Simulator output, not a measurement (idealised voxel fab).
Presented below is a process module, voxel transistor to metal.
The width of the displayed cross-section, cut, is 185 nm; its cells are square, with a size of 5 nm.
Format of a cross-section: grid, square cells. Given as bands. Order: top down. Band: one or more rows of cells.
In this notation a band is specified by the heights of its top and bottom, in that order and in nm, after which its materials appear from left to right, each paired with its width in nm. The word "everywhere" attached to a single material means that material fills the band from edge to edge; the word "blank" stands for empty space.
Heights are reckoned from 0. Under this level, the received wafer is all of one material. The bottommost band is open-ended downward, for example "0..down".
The expression "30..40" gives the width at the extremes of the band, the first number at its top row of cells and the second at its bottom row, with the width changing by equal amounts from each row to the next in between.
The cross-section has no changed cell in any step marked "everything unchanged".
The list in "Sealed internal voids" covers empty spaces of 8 cells or more that cannot reach the top through any open way, and it gives each as width x height at distance; the distance is from the left edge, and width, height and distance are in nm.
after a step's settings: what the simulator itself notes on the step
If you see "overlay nm" on a step's line and that step has a mask, it's telling you how far right of where it was planned the mask ended up; a negative number means it went left instead.
-- The planned process steps are enumerated hereunder
1 RECEIVE | material Si
2 CONFORMAL_DEP | material SiO2 | thk nm 5
3 CONFORMAL_DEP | material SiN | thk nm 10
4 DIRECTIONAL_DEP | material aC | thk nm 10
5 PATTERN | tone cover | mask id ACTIVE | material resist | width nm 100 | thk nm 25 | overlay nm 0
6 DIRECTIONAL_ETCH | etch materials aC | depth nm 10
7 STRIP | etch materials resist
8 DIRECTIONAL_ETCH | etch materials SiN | depth nm 10
9 DIRECTIONAL_ETCH | etch materials SiO2 | depth nm 5
10 DIRECTIONAL_ETCH | etch materials Si | depth nm 25
11 STRIP | etch materials aC
12 OXIDIZE | depth nm 5
13 FILL_DEP | material SiO2 | thk nm 5
14 CMP | height nm 15
15 SELECTIVE_ETCH | etch materials SiO2 | depth nm 5
16 STRIP | etch materials SiN
17 SELECTIVE_ETCH | etch materials SiO2 | depth nm 5
18 OXIDIZE | depth nm 5
19 DIRECTIONAL_DEP | material polySi | thk nm 30
20 DIRECTIONAL_DEP | material SiCN | thk nm 15
21 DIRECTIONAL_DEP | material aC | thk nm 15
22 PATTERN | tone cover | mask id GATE | material resist | width nm 30 | thk nm 35 | overlay nm 0
23 DIRECTIONAL_ETCH | etch materials aC | depth nm 15
24 STRIP | etch materials resist
25 DIRECTIONAL_ETCH | etch materials SiCN | depth nm 25
26 DIRECTIONAL_ETCH | etch materials polySi | depth nm 40
27 STRIP | etch materials aC
28 CONFORMAL_DEP | material SiN | thk nm 5
29 DIRECTIONAL_ETCH | etch materials SiN | depth nm 5
30 DIRECTIONAL_ETCH | etch materials SiO2 | depth nm 5
31 DIRECTIONAL_ETCH | etch materials Si | depth nm 10
32 EPI | material SiGe | thk nm 10
33 FILL_DEP | material SiO2 | thk nm 5
34 CMP | height nm 30
35 STRIP | etch materials polySi
36 SELECTIVE_ETCH | etch materials SiO2 | depth nm 5
37 CONFORMAL_DEP | material HfO2 | thk nm 5
38 CONFORMAL_DEP | material TiN | thk nm 5
39 FILL_DEP | material W | thk nm 5
40 CMP | height nm 25
41 DIRECTIONAL_DEP | material SiO2 | thk nm 15
42 PATTERN | tone open | mask id CONTACT | material resist | width nm 15 | pitch nm 75 | thk nm 20 | overlay nm 0
43 DIRECTIONAL_ETCH | etch materials SiO2 | depth nm 45
44 STRIP | etch materials resist
45 CONFORMAL_DEP | material TiN | thk nm 5
46 FILL_DEP | material W | thk nm 10
47 CMP | height nm 40
48 CONFORMAL_DEP | material SiCN | thk nm 5
49 DIRECTIONAL_DEP | material lowk | thk nm 15
50 MASKED_ETCH | tone open | mask id METAL_1 | width nm 15 | pitch nm 75 | etch materials lowk | depth nm 15 | overlay nm 0
51 MASKED_ETCH | tone open | mask id METAL_1 | width nm 15 | pitch nm 75 | etch materials SiCN | depth nm 5 | overlay nm 0
52 CONFORMAL_DEP | material TiN | thk nm 5
53 FILL_DEP | material Cu | thk nm 5
54 CMP | height nm 60
55 CONFORMAL_DEP | material SiCN | thk nm 5
56 DIRECTIONAL_DEP | material lowk | thk nm 35
57 DIRECTIONAL_DEP | material aC | thk nm 10
58 PATTERN | tone open | mask id METAL_2 | material resist | width nm 15 | pitch nm 75 | thk nm 25 | overlay nm 0
59 DIRECTIONAL_ETCH | etch materials aC | depth nm 10
60 STRIP | etch materials resist
61 DIRECTIONAL_ETCH | etch materials lowk | depth nm 20
62 STRIP | etch materials aC
63 DIRECTIONAL_DEP | material aC | thk nm 15
64 PATTERN | tone open | mask id METAL_2_HOLES | material resist | width nm 15 | pitch nm 75 | thk nm 30 | overlay nm 0
65 DIRECTIONAL_ETCH | etch materials aC | depth nm 15
66 STRIP | etch materials resist
67 DIRECTIONAL_ETCH | etch materials lowk | depth nm 15
68 DIRECTIONAL_ETCH | etch materials SiCN | depth nm 5
69 STRIP | etch materials aC
70 CONFORMAL_DEP | material TiN | thk nm 5
71 FILL_DEP | material Cu | thk nm 10
72 CMP | height nm 100
73 CONFORMAL_DEP | material SiCN | thk nm 5
-- Cross-section: wafer on arrival = after step 1
	0..down  Si everywhere
	Sealed internal voids: none
-- Wafer at module end, in section. Began as above, planned as above, run with one mistake
	105..100  SiCN everywhere
	100..90  lowk=45 / TiN=5 / Cu=15 / TiN=5 / lowk=50 / TiN=5 / Cu=15 / TiN=5 / lowk=40
	90..85  lowk=45 / TiN=5 / Cu=5 / TiN=15 / lowk=50 / TiN=5 / Cu=5 / TiN=15 / lowk=40
	85..80  lowk=45 / TiN=15 / lowk=60 / TiN=15 / lowk=50
	80..65  lowk=55 / TiN=5 / lowk=70 / TiN=5 / lowk=50
	65..60  SiCN=55 / TiN=5 / SiCN=70 / TiN=5 / SiCN=50
	60..45  lowk=45 / TiN=5 / Cu=5 / TiN=5 / lowk=60 / TiN=5 / Cu=5 / TiN=5 / lowk=50
	45..40  SiCN=45 / TiN=15 / SiCN=60 / TiN=15 / SiCN=50
	40..25  SiO2=45 / TiN=5 / W=5 / TiN=5 / SiO2=60 / TiN=5 / W=5 / TiN=5 / SiO2=50
	25..5  SiO2=45 / TiN=5 / W=5 / TiN=5 / SiO2=10 / SiN=5 / HfO2=5 / TiN=5 / W=10 / TiN=5 / HfO2=5 / SiN=5 / SiO2=10 / TiN=5 / W=5 / TiN=5 / SiO2=50
	5..0  SiO2=35 / SiN=5 / SiO2=5 / TiN=5 / W=5 / TiN=5 / SiGe=10 / SiN=5 / HfO2=5 / TiN=20 / HfO2=5 / SiN=5 / SiGe=10 / TiN=5 / W=5 / TiN=5 / SiO2=5 / SiN=5 / SiO2=40
	0..-5  SiO2=45 / TiN=15 / SiGe=10 / HfO2=40 / SiGe=10 / TiN=15 / SiO2=50
	-5..-15  SiO2=45 / SiGe=25 / Si=40 / SiGe=25 / SiO2=50
	-15..-30  SiO2=45 / Si=90 / SiO2=50
	-30..down  Si everywhere
	Sealed internal voids: none
Which mistake was made when the wafer was run? step 64 changed vs plan, executed as PATTERN | tone open | mask id METAL_2_HOLES | material resist | width nm 15 | pitch nm 75 | thk nm 30 | overlay nm 10
